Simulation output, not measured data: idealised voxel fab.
The name of this process module is voxel self aligned contacts.
250 nm wide, 5 nm square cells: that's cross-section cut.
The cross-sections in this document take the form of a grid made of square cells. They are written out as bands, in order from top to bottom. Each band consists of one or more rows of cells.
Read a band's entry like this: the first values are the height of its top and the height of its bottom in nm, and what follows is the sequence of materials from left to right, each with its width in nm. Note that "empty" is empty space, and that a single material marked "all across" reaches across the band from edge to edge.
It should be noted that heights are counted from 0, beneath which the wafer as supplied is of one material throughout, and that the lowest band possesses no lower boundary but continues downward, as written in "0 down".
You'd read "30 to 40" like this: the band's top row of cells is as wide as the first number, its bottom row is as wide as the second, and going down, every row changes width by the same amount as the row before did.
The cross-section has no changed cell in any step marked "everything unchanged".
Encapsulated voids: empty space of 8 cells or more with no open way to the top, each as width x height at its distance from the left edge, in nm
Whatever follows a step's settings on its line is a remark the simulator itself makes about that step.
overlay nm: where the mask lay relative to plan, measured to the right, on steps with a mask; negatives go left.
The steps planned for the process are as follows:
1) RECEIVE, material Si
2) OXIDIZE, depth nm 5
3) DIRECTIONAL_DEP, material polySi, thk nm 25
4) DIRECTIONAL_DEP, material SiN, thk nm 20
5) DIRECTIONAL_DEP, material aC, thk nm 15
6) PATTERN, tone cover, mask id GATE, material resist, width nm 30, pitch nm 75, thk nm 30, overlay nm -15
7) DIRECTIONAL_ETCH, etch materials aC, depth nm 15
8) STRIP, etch materials resist
9) DIRECTIONAL_ETCH, etch materials SiN, depth nm 20
10) DIRECTIONAL_ETCH, etch materials polySi, depth nm 25
11) STRIP, etch materials aC
12) CONFORMAL_DEP, material SiN, thk nm 10
13) DIRECTIONAL_ETCH, etch materials SiN, depth nm 10
14) FILL_DEP, material SiO2, thk nm 15
15) CMP, height nm 55
16) DIRECTIONAL_DEP, material aC, thk nm 15
17) PATTERN, tone open, mask id CONTACT, material resist, width nm 55, thk nm 30, overlay nm 0
18) DIRECTIONAL_ETCH, etch materials aC, depth nm 15
19) STRIP, etch materials resist
20) DIRECTIONAL_ETCH, etch materials SiO2, depth nm 60
21) STRIP, etch materials aC
22) CONFORMAL_DEP, material TiN, thk nm 5
23) FILL_DEP, material W, thk nm 5
24) CMP, height nm 55
25) CONFORMAL_DEP, material SiCN, thk nm 5
Don't read the plan's overlay nm for step 6 as applying to every wafer: that's the first wafer's value, and the wafers differ in it, though they all start identical.
As-received cross-section, first of several wafers, post step 1:
* 0 down  Si all across
* Encapsulated voids: none
The first of several wafers, seen in cross-section after the module's last step, step 25:
* 60 to 55  SiCN all across
* 55 to 45  SiO2=95; TiN=5; W=45 to 15; TiN=5 to 35; SiO2=100
* 45 to 25  SiO2=45; SiN=50; TiN=5; W=15; TiN=5; SiN=50; SiO2=80
* 25 to 0  SiO2=45; SiN=10; polySi=30; SiN=10; TiN=5; W=15; TiN=5; SiN=10; polySi=30; SiN=10; SiO2=80
* 0 to -5  SiO2=95; TiN=25; SiO2=130
* -5 down  Si all across
* Encapsulated voids: none
Cross-sectional view, end of module, last wafer of several:
* 60 to 55  SiCN all across
* 55 to 45  SiO2=95; TiN=5 to 35; W=45 to 15; TiN=5; SiO2=100
* 45 to 25  SiO2=75; SiN=50; TiN=5; W=15; TiN=5; SiN=50; SiO2=50
* 25 to 0  SiO2=75; SiN=10; polySi=30; SiN=10; TiN=5; W=15; TiN=5; SiN=10; polySi=30; SiN=10; SiO2=50
* 0 to -5  SiO2=125; TiN=25; SiO2=100
* -5 down  Si all across
* Encapsulated voids: none
Table: wafers, a row each; end-of-module cell change per material since receipt, gain (+), loss (-); then closed voids:
overlay nm -15, -50 Si, +50 SiCN, +120 SiN, +348 SiO2, +33 TiN, +39 W, +60 polySi, Encapsulated voids: none
overlay nm -10, -50 Si, +50 SiCN, +120 SiN, +348 SiO2, +33 TiN, +39 W, +60 polySi, Encapsulated voids: none
overlay nm -5, -50 Si, +50 SiCN, +120 SiN, +348 SiO2, +33 TiN, +39 W, +60 polySi, Encapsulated voids: none
overlay nm 0, -50 Si, +50 SiCN, +120 SiN, +348 SiO2, +33 TiN, +39 W, +60 polySi, Encapsulated voids: none
overlay nm 5, -50 Si, +50 SiCN, +120 SiN, +348 SiO2, +33 TiN, +39 W, +60 polySi, Encapsulated voids: none
overlay nm 10, -50 Si, +50 SiCN, +120 SiN, +348 SiO2, +33 TiN, +39 W, +60 polySi, Encapsulated voids: none
overlay nm 15, -50 Si, +50 SiCN, +120 SiN, +348 SiO2, +33 TiN, +39 W, +60 polySi, Encapsulated voids: none
